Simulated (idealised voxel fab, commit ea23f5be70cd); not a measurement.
Process module, titled voxel self aligned contacts
Square cells of 5 nm make up the cross-section cut, whose width is 225 nm.
How to read a cross-section here: the picture is a grid of square cells, written as bands going from the top down, and any band can span one or more rows of cells. Heights first: top, then bottom, in nm. Then materials, left to right, each with a width in nm. "throughout" on a single material: fills the band edge to edge. "air": empty space. Height reference: 0 = level under which incoming wafer is all one material. Lowest band: no bottom, runs on downward, e.g. "0..down". Width: "30..40" (first number = top row, second number = bottom row, same change from row to row of cells). Where the words "stayed the same" appear for a step, the cross-section shows no cell changed by that step; every cell remained as before. In "Cavities, sealed" the enclosed voids are listed, meaning empty spaces of 8 cells or larger without any opening to the top. The form is width x height at distance, distance from the left edge, units nm. Step line, after settings: the simulator's comment on this step. The line of a step may include "overlay nm". On a step with a mask, this value is how far to the right of its planned place the mask lay. A negative value means the mask lay to the left.

THE FOLLOWING LIST GIVES THE PLANNED PROCESS STEPS
step 1: RECEIVE: material Si
step 2: CONFORMAL_DEP: material SiO2, thk nm 5
step 3: DIRECTIONAL_DEP: material polySi, thk nm 25
step 4: DIRECTIONAL_DEP: material SiN, thk nm 20
step 5: MASKED_ETCH: tone cover, mask id GATE, width nm 30, pitch nm 70, etch materials SiN, depth nm 20, overlay nm 0
step 6: MASKED_ETCH: tone cover, mask id GATE, width nm 30, pitch nm 70, etch materials polySi, depth nm 25, overlay nm 0
step 7: CONFORMAL_DEP: material SiN, thk nm 10
step 8: DIRECTIONAL_ETCH: etch materials SiN, depth nm 10
step 9: FILL_DEP: material SiO2, thk nm 10
step 10: CMP: height nm 55
step 11: PATTERN: tone open, mask id CONTACT, material resist, width nm 50, thk nm 20, overlay nm 0
step 12: DIRECTIONAL_ETCH: etch materials SiO2, depth nm 55
step 13: STRIP: etch materials resist
step 14: CONFORMAL_DEP: material TiN, thk nm 5
step 15: FILL_DEP: material Ru, thk nm 10
step 16: CMP: height nm 55
step 17: CONFORMAL_DEP: material SiCN, thk nm 5

CROSS-SECTION OF THE WAFER UPON ARRIVAL, REPRESENTING THE STATE REACHED AFTER STEP 1
  0..down: Si throughout
  Cavities, sealed: none

MODULE COMPLETE, CROSS-SECTION. STARTING POINT AND PLAN PER ABOVE. ONE MISTAKE MADE IN RUNNING THE MODULE
  60..55: SiCN throughout
  55..50: SiO2: 80, then TiN: 25, then Ru: 10, then TiN: 15, then SiO2: 95
  50..30: SiO2: 50, then SiN: 50, then TiN: 5, then Ru: 10, then TiN: 5, then SiN: 50, then SiO2: 55
  30..5: SiO2: 50, then SiN: 10, then polySi: 30, then SiN: 10, then TiN: 5, then Ru: 10, then TiN: 5, then SiN: 10, then polySi: 30, then SiN: 10, then SiO2: 55
  5..0: SiO2: 100, then TiN: 20, then SiO2: 105
  0..down: Si throughout
  Cavities, sealed: none
Processing error: step 11 was not run as planned; what actually ran was PATTERN: tone open, mask id CONTACT, material resist, width nm 50, thk nm 20, overlay nm -5
